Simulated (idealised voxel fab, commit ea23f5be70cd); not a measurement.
Process module in this document: voxel transistor to metal
Shown is cross-section cut, with a width of 190 nm and square cells of size 5 nm.
If you're reading a cross-section in this doc, picture square cells in a grid; it comes to you as bands, top ones listed first down to the bottom, and a band can be one or more rows of cells. Look at the band entry: it leads with the top's height and the bottom's height in nm. Then it lists the materials left to right, with a width in nm for each. The word "everywhere" on a single material says that material fills the band edge to edge. The word "air" is empty space. Heights are expressed relative to 0, this being the level below which the as-received wafer comprises one material exclusively. The lowest band is unbounded in the downward direction and is denoted as in "z 0 and below". Width spec "30..40" -> top row of cells at first value, bottom row at second value, equal per-row change in between. Any step labelled "no modifications" changed none of the cells in the cross-section. Empty spaces counting at least 8 cells and having no open way to the top are listed in "Enclosed void entries". The notation width x height at distance is used for each, the distance being from the left edge and all three values in nm. On each step's line, the part that comes after the settings is the simulator's own comment on the step. "overlay nm" on a masked step: distance the mask lay right of its planned place, negative for left.
[The planned process steps are enumerated hereunder]
1,RECEIVE [material Si]
2,CONFORMAL_DEP [material SiO2] [thk nm 5]
3,CONFORMAL_DEP [material SiN] [thk nm 10]
4,DIRECTIONAL_DEP [material aC] [thk nm 10]
5,PATTERN [tone cover] [mask id ACTIVE] [material resist] [width nm 115] [thk nm 25] [overlay nm 0]
6,DIRECTIONAL_ETCH [etch materials aC] [depth nm 10]
7,STRIP [etch materials resist]
8,DIRECTIONAL_ETCH [etch materials SiN] [depth nm 10]
9,DIRECTIONAL_ETCH [etch materials SiO2] [depth nm 5]
10,DIRECTIONAL_ETCH [etch materials Si] [depth nm 35]
11,STRIP [etch materials aC]
12,FILL_DEP [material SiO2] [thk nm 5]
13,CMP [height nm 15]
14,SELECTIVE_ETCH [etch materials SiO2] [depth nm 10]
15,STRIP [etch materials SiN]
16,SELECTIVE_ETCH [etch materials SiO2] [depth nm 5]
17,OXIDIZE [depth nm 5]
18,DIRECTIONAL_DEP [material polySi] [thk nm 25]
19,DIRECTIONAL_DEP [material SiCN] [thk nm 10]
20,MASKED_ETCH [tone cover] [mask id GATE] [width nm 25] [etch materials SiCN] [depth nm 20] [overlay nm 0]
21,MASKED_ETCH [tone cover] [mask id GATE] [width nm 25] [etch materials polySi] [depth nm 35] [overlay nm 0]
22,CONFORMAL_DEP [material SiN] [thk nm 10]
23,DIRECTIONAL_ETCH [etch materials SiN] [depth nm 10]
24,DIRECTIONAL_ETCH [etch materials SiO2] [depth nm 5]
25,EPI [material nSi] [thk nm 5]
26,FILL_DEP [material SiO2] [thk nm 10]
27,CMP [height nm 25]
28,STRIP [etch materials polySi]
29,SELECTIVE_ETCH [etch materials SiO2] [depth nm 5]
30,CONFORMAL_DEP [material HfO2] [thk nm 5]
31,CONFORMAL_DEP [material TiN] [thk nm 5]
32,FILL_DEP [material W] [thk nm 5]
33,CMP [height nm 20]
34,DIRECTIONAL_DEP [material SiO2] [thk nm 10]
35,PATTERN [tone open] [mask id CONTACT] [material resist] [width nm 20] [pitch nm 75] [thk nm 20] [overlay nm 0]
36,DIRECTIONAL_ETCH [etch materials SiO2] [depth nm 30]
37,STRIP [etch materials resist]
38,CONFORMAL_DEP [material TiN] [thk nm 5]
39,FILL_DEP [material W] [thk nm 10]
40,CMP [height nm 30]
41,DIRECTIONAL_DEP [material TiN] [thk nm 5]
42,DIRECTIONAL_DEP [material Ru] [thk nm 15]
43,PATTERN [tone cover] [mask id METAL_1] [material resist] [width nm 20] [pitch nm 75] [thk nm 15] [overlay nm 0]
44,DIRECTIONAL_ETCH [etch materials Ru] [depth nm 15]
45,DIRECTIONAL_ETCH [etch materials TiN] [depth nm 5]
46,STRIP [etch materials resist]
47,CONFORMAL_DEP [material SiN] [thk nm 5]
48,FILL_DEP [material lowk] [thk nm 5]
49,CMP [height nm 50]
50,CONFORMAL_DEP [material SiN] [thk nm 5]
[Run as planned: first of two wafers]
[As received (post step 1): cross-section]
> z 0 and below: Si everywhere
> Enclosed void entries: none
[After step 2: wafer cross-section]
> z 5 to 0: SiO2 everywhere
> Everything below 0 is unchanged.
[After step 3: wafer cross-section]
> z 15 to 5: SiN everywhere
> Everything below 5 is unchanged.
[After step 4: wafer cross-section]
> z 25 to 15: aC everywhere
> Everything below 15 is unchanged.
[After step 5: wafer cross-section]
> z 50 to 25: air (35); resist (115); air (40)
> Everything below 25 is unchanged.
[After step 6: wafer cross-section]
> z 40 to 25: air (35); resist (115); air (40)
> z 25 to 15: air (35); aC (115); air (40)
> Everything below 15 is unchanged.
[After step 7: wafer cross-section]
> z 25 to 15: air (35); aC (115); air (40)
> Everything below 15 is unchanged.
[After step 8: wafer cross-section]
> z 25 to 15: air (35); aC (115); air (40)
> z 15 to 5: air (35); SiN (115); air (40)
> Everything below 5 is unchanged.
[After step 9: wafer cross-section]
> z 25 to 15: air (35); aC (115); air (40)
> z 15 to 5: air (35); SiN (115); air (40)
> z 5 to 0: air (35); SiO2 (115); air (40)
> Everything below 0 is unchanged.
[After step 10: wafer cross-section]
> z 25 to 15: air (35); aC (115); air (40)
> z 15 to 5: air (35); SiN (115); air (40)
> z 5 to 0: air (35); SiO2 (115); air (40)
> z 0 to -35: air (35); Si (115); air (40)
> Everything below -35 is unchanged.
[After step 11: wafer cross-section]
> z 15 to 5: air (35); SiN (115); air (40)
> Everything below 5 is unchanged.
[After step 12: wafer cross-section]
> z 20 to 15: SiO2 everywhere
> z 15 to 5: SiO2 (35); SiN (115); SiO2 (40)
> z 5 to 0: SiO2 everywhere
> z 0 to -35: SiO2 (35); Si (115); SiO2 (40)
> Everything below -35 is unchanged.
[After step 13: wafer cross-section]
> z 15 to 5: SiO2 (35); SiN (115); SiO2 (40)
> Everything below 5 is unchanged.
[After step 14: wafer cross-section]
> z 15 to 5: air (35); SiN (115); air (40)
> Everything below 5 is unchanged.
[After step 15: wafer cross-section]
> z 5 to 0: SiO2 everywhere
> Everything below 0 is unchanged.
[After step 16: wafer cross-section]
> z 0 to -35: SiO2 (35); Si (115); SiO2 (40)
> Everything below -35 is unchanged.
[After step 17: wafer cross-section]
> z 0 to -5: SiO2 everywhere
> Everything below -5 is unchanged.
[After step 18: wafer cross-section]
> z 25 to 0: polySi everywhere
> Everything below 0 is unchanged.
[After step 19: wafer cross-section]
> z 35 to 25: SiCN everywhere
> Everything below 25 is unchanged.
[After step 20: wafer cross-section]
> z 35 to 25: air (80); SiCN (25); air (85)
> Everything below 25 is unchanged.
[After step 21: wafer cross-section]
> z 35 to 25: air (80); SiCN (25); air (85)
> z 25 to 0: air (80); polySi (25); air (85)
> Everything below 0 is unchanged.
[After step 22: wafer cross-section]
> z 45 to 35: air (70); SiN (45); air (75)
> z 35 to 25: air (70); SiN (10); SiCN (25); SiN (10); air (75)
> z 25 to 10: air (70); SiN (10); polySi (25); SiN (10); air (75)
> z 10 to 0: SiN (80); polySi (25); SiN (85)
> Everything below 0 is unchanged.
[After step 23: wafer cross-section]
> z 35 to 25: air (70); SiN (10); SiCN (25); SiN (10); air (75)
> z 25 to 0: air (70); SiN (10); polySi (25); SiN (10); air (75)
> Everything below 0 is unchanged.
[After step 24: wafer cross-section]
> z 35 to 25: air (70); SiN (10); SiCN (25); SiN (10); air (75)
> z 25 to 0: air (70); SiN (10); polySi (25); SiN (10); air (75)
> z 0 to -5: air (70); SiO2 (45); air (75)
> Everything below -5 is unchanged.
[After step 25: wafer cross-section]
> z 35 to 25: air (70); SiN (10); SiCN (25); SiN (10); air (75)
> z 25 to 0: air (70); SiN (10); polySi (25); SiN (10); air (75)
> z 0 to -5: air (30); nSi (40); SiO2 (45); nSi (40); air (35)
> Everything below -5 is unchanged.
[After step 26: wafer cross-section]
> z 45 to 35: SiO2 everywhere
> z 35 to 25: SiO2 (70); SiN (10); SiCN (25); SiN (10); SiO2 (75)
> z 25 to 0: SiO2 (70); SiN (10); polySi (25); SiN (10); SiO2 (75)
> z 0 to -5: SiO2 (30); nSi (40); SiO2 (45); nSi (40); SiO2 (35)
> Everything below -5 is unchanged.
[After step 27: wafer cross-section]
> z 25 to 0: SiO2 (70); SiN (10); polySi (25); SiN (10); SiO2 (75)
> Everything below 0 is unchanged.
[After step 28: wafer cross-section]
> z 25 to 0: SiO2 (70); SiN (10); air (25); SiN (10); SiO2 (75)
> Everything below 0 is unchanged.
[After step 29: wafer cross-section]
> z 25 to 20: air (70); SiN (10); air (25); SiN (10); air (75)
> z 20 to 0: SiO2 (70); SiN (10); air (25); SiN (10); SiO2 (75)
> z 0 to -5: SiO2 (30); nSi (40); SiO2 (5); air (35); SiO2 (5); nSi (40); SiO2 (35)
> Everything below -5 is unchanged.
[After step 30: wafer cross-section]
> z 30 to 25: air (65); HfO2 (20); air (15); HfO2 (20); air (70)
> z 25 to 20: HfO2 (70); SiN (10); HfO2 (5); air (15); HfO2 (5); SiN (10); HfO2 (75)
> z 20 to 0: SiO2 (70); SiN (10); HfO2 (5); air (15); HfO2 (5); SiN (10); SiO2 (75)
> z 0 to -5: SiO2 (30); nSi (40); SiO2 (5); HfO2 (35); SiO2 (5); nSi (40); SiO2 (35)
> Everything below -5 is unchanged.
[After step 31: wafer cross-section]
> z 35 to 30: air (60); TiN (30); air (5); TiN (30); air (65)
> z 30 to 25: TiN (65); HfO2 (20); TiN (5); air (5); TiN (5); HfO2 (20); TiN (70)
> z 25 to 20: HfO2 (70); SiN (10); HfO2 (5); TiN (5); air (5); TiN (5); HfO2 (5); SiN (10); HfO2 (75)
> z 20 to 5: SiO2 (70); SiN (10); HfO2 (5); TiN (5); air (5); TiN (5); HfO2 (5); SiN (10); SiO2 (75)
> z 5 to 0: SiO2 (70); SiN (10); HfO2 (5); TiN (15); HfO2 (5); SiN (10); SiO2 (75)
> Everything below 0 is unchanged.
[After step 32: wafer cross-section]
> z 40 to 35: W everywhere
> z 35 to 30: W (60); TiN (30); W (5); TiN (30); W (65)
> z 30 to 25: TiN (65); HfO2 (20); TiN (5); W (5); TiN (5); HfO2 (20); TiN (70)
> z 25 to 20: HfO2 (70); SiN (10); HfO2 (5); TiN (5); W (5); TiN (5); HfO2 (5); SiN (10); HfO2 (75)
> z 20 to 5: SiO2 (70); SiN (10); HfO2 (5); TiN (5); W (5); TiN (5); HfO2 (5); SiN (10); SiO2 (75)
> Everything below 5 is unchanged.
[After step 33: wafer cross-section]
> z 20 to 5: SiO2 (70); SiN (10); HfO2 (5); TiN (5); W (5); TiN (5); HfO2 (5); SiN (10); SiO2 (75)
> Everything below 5 is unchanged.
[After step 34: wafer cross-section]
> z 30 to 20: SiO2 everywhere
> Everything below 20 is unchanged.
[After step 35: wafer cross-section]
> z 50 to 30: resist (45); air (20); resist (55); air (20); resist (50)
> Everything below 30 is unchanged.
[After step 36: wafer cross-section]
> z 50 to 30: resist (45); air (20); resist (55); air (20); resist (50)
> z 30 to 20: SiO2 (45); air (20); SiO2 (55); air (20); SiO2 (50)
> z 20 to 5: SiO2 (45); air (20); SiO2 (5); SiN (10); HfO2 (5); TiN (5); W (5); TiN (5); HfO2 (5); SiN (10); SiO2 (5); air (20); SiO2 (50)
> z 5 to 0: SiO2 (45); air (20); SiO2 (5); SiN (10); HfO2 (5); TiN (15); HfO2 (5); SiN (10); SiO2 (5); air (20); SiO2 (50)
> Everything below 0 is unchanged.
[After step 37: wafer cross-section]
> z 30 to 20: SiO2 (45); air (20); SiO2 (55); air (20); SiO2 (50)
> Everything below 20 is unchanged.
[After step 38: wafer cross-section]
> z 35 to 30: TiN (50); air (10); TiN (65); air (10); TiN (55)
> z 30 to 20: SiO2 (45); TiN (5); air (10); TiN (5); SiO2 (55); TiN (5); air (10); TiN (5); SiO2 (50)
> z 20 to 5: SiO2 (45); TiN (5); air (10); TiN (5); SiO2 (5); SiN (10); HfO2 (5); TiN (5); W (5); TiN (5); HfO2 (5); SiN (10); SiO2 (5); TiN (5); air (10); TiN (5); SiO2 (50)
> z 5 to 0: SiO2 (45); TiN (20); SiO2 (5); SiN (10); HfO2 (5); TiN (15); HfO2 (5); SiN (10); SiO2 (5); TiN (20); SiO2 (50)
> Everything below 0 is unchanged.
[After step 39: wafer cross-section]
> z 45 to 35: W everywhere
> z 35 to 30: TiN (50); W (10); TiN (65); W (10); TiN (55)
> z 30 to 20: SiO2 (45); TiN (5); W (10); TiN (5); SiO2 (55); TiN (5); W (10); TiN (5); SiO2 (50)
> z 20 to 5: SiO2 (45); TiN (5); W (10); TiN (5); SiO2 (5); SiN (10); HfO2 (5); TiN (5); W (5); TiN (5); HfO2 (5); SiN (10); SiO2 (5); TiN (5); W (10); TiN (5); SiO2 (50)
> Everything below 5 is unchanged.
[After step 40: wafer cross-section]
> z 30 to 20: SiO2 (45); TiN (5); W (10); TiN (5); SiO2 (55); TiN (5); W (10); TiN (5); SiO2 (50)
> Everything below 20 is unchanged.
[After step 41: wafer cross-section]
> z 35 to 30: TiN everywhere
> Everything below 30 is unchanged.
[After step 42: wafer cross-section]
> z 50 to 35: Ru everywhere
> Everything below 35 is unchanged.
[After step 43: wafer cross-section]
> z 65 to 50: air (45); resist (20); air (55); resist (20); air (50)
> Everything below 50 is unchanged.
[After step 44: wafer cross-section]
> z 65 to 50: air (45); resist (20); air (55); resist (20); air (50)
> z 50 to 35: air (45); Ru (20); air (55); Ru (20); air (50)
> Everything below 35 is unchanged.
[After step 45: wafer cross-section]
> z 65 to 50: air (45); resist (20); air (55); resist (20); air (50)
> z 50 to 35: air (45); Ru (20); air (55); Ru (20); air (50)
> z 35 to 30: air (45); TiN (20); air (55); TiN (20); air (50)
> Everything below 30 is unchanged.
[After step 46: wafer cross-section]
> z 50 to 35: air (45); Ru (20); air (55); Ru (20); air (50)
> Everything below 35 is unchanged.
[After step 47: wafer cross-section]
> z 55 to 50: air (40); SiN (30); air (45); SiN (30); air (45)
> z 50 to 35: air (40); SiN (5); Ru (20); SiN (5); air (45); SiN (5); Ru (20); SiN (5); air (45)
> z 35 to 30: SiN (45); TiN (20); SiN (55); TiN (20); SiN (50)
> Everything below 30 is unchanged.
[After step 48: wafer cross-section]
> z 60 to 55: lowk everywhere
> z 55 to 50: lowk (40); SiN (30); lowk (45); SiN (30); lowk (45)
> z 50 to 35: lowk (40); SiN (5); Ru (20); SiN (5); lowk (45); SiN (5); Ru (20); SiN (5); lowk (45)
> Everything below 35 is unchanged.
[After step 49: wafer cross-section]
> z 50 to 35: lowk (40); SiN (5); Ru (20); SiN (5); lowk (45); SiN (5); Ru (20); SiN (5); lowk (45)
> Everything below 35 is unchanged.
[After step 50: wafer cross-section]
> z 55 to 50: SiN everywhere
> Everything below 50 is unchanged.
[Second Wafer (Identical Start and Plan, One Processing Error; Matches First Wafer Through Step 39)]
Cross-sectional representation of the second wafer at the time designated in the plan for the completion of step 40: no modifications
[Cross-sectional representation of the second wafer at the time designated in the plan for the completion of step 41]
> z 50 to 45: TiN everywhere
> Everything below 45 is unchanged.
[Cross-sectional representation of the second wafer at the time designated in the plan for the completion of step 42]
> z 65 to 50: Ru everywhere
> Everything below 50 is unchanged.
[Cross-sectional representation of the second wafer at the time designated in the plan for the completion of step 43]
> z 80 to 65: air (45); resist (20); air (55); resist (20); air (50)
> Everything below 65 is unchanged.
[Cross-sectional representation of the second wafer at the time designated in the plan for the completion of step 44]
> z 80 to 65: air (45); resist (20); air (55); resist (20); air (50)
> z 65 to 50: air (45); Ru (20); air (55); Ru (20); air (50)
> Everything below 50 is unchanged.
[Cross-sectional representation of the second wafer at the time designated in the plan for the completion of step 45]
> z 80 to 65: air (45); resist (20); air (55); resist (20); air (50)
> z 65 to 50: air (45); Ru (20); air (55); Ru (20); air (50)
> z 50 to 45: air (45); TiN (20); air (55); TiN (20); air (50)
> Everything below 45 is unchanged.
[Cross-sectional representation of the second wafer at the time designated in the plan for the completion of step 46]
> z 65 to 50: air (45); Ru (20); air (55); Ru (20); air (50)
> Everything below 50 is unchanged.
[Cross-sectional representation of the second wafer at the time designated in the plan for the completion of step 47]
> z 70 to 65: air (40); SiN (30); air (45); SiN (30); air (45)
> z 65 to 50: air (40); SiN (5); Ru (20); SiN (5); air (45); SiN (5); Ru (20); SiN (5); air (45)
> z 50 to 45: SiN (45); TiN (20); SiN (55); TiN (20); SiN (50)
> Everything below 45 is unchanged.
[Cross-sectional representation of the second wafer at the time designated in the plan for the completion of step 48]
> z 75 to 70: lowk everywhere
> z 70 to 65: lowk (40); SiN (30); lowk (45); SiN (30); lowk (45)
> z 65 to 50: lowk (40); SiN (5); Ru (20); SiN (5); lowk (45); SiN (5); Ru (20); SiN (5); lowk (45)
> Everything below 50 is unchanged.
[Cross-sectional representation of the second wafer at the time designated in the plan for the completion of step 49]
> z 50 to 45: SiN (45); TiN (20); SiN (55); TiN (20); SiN (50)
> Everything below 45 is unchanged.
[Cross-sectional representation of the second wafer at the time designated in the plan for the completion of step 50]
> z 55 to 50: SiN everywhere
> Everything below 50 is unchanged.
Which mistake was made when the wafer was run? the plan's step 40 was left out and never carried out
End of process, cell counts, second wafer against first, materials with more or fewer: Ru: 24 fewer; SiN: 12 fewer; TiN: 34 more; W: 80 more; lowk: 78 fewer
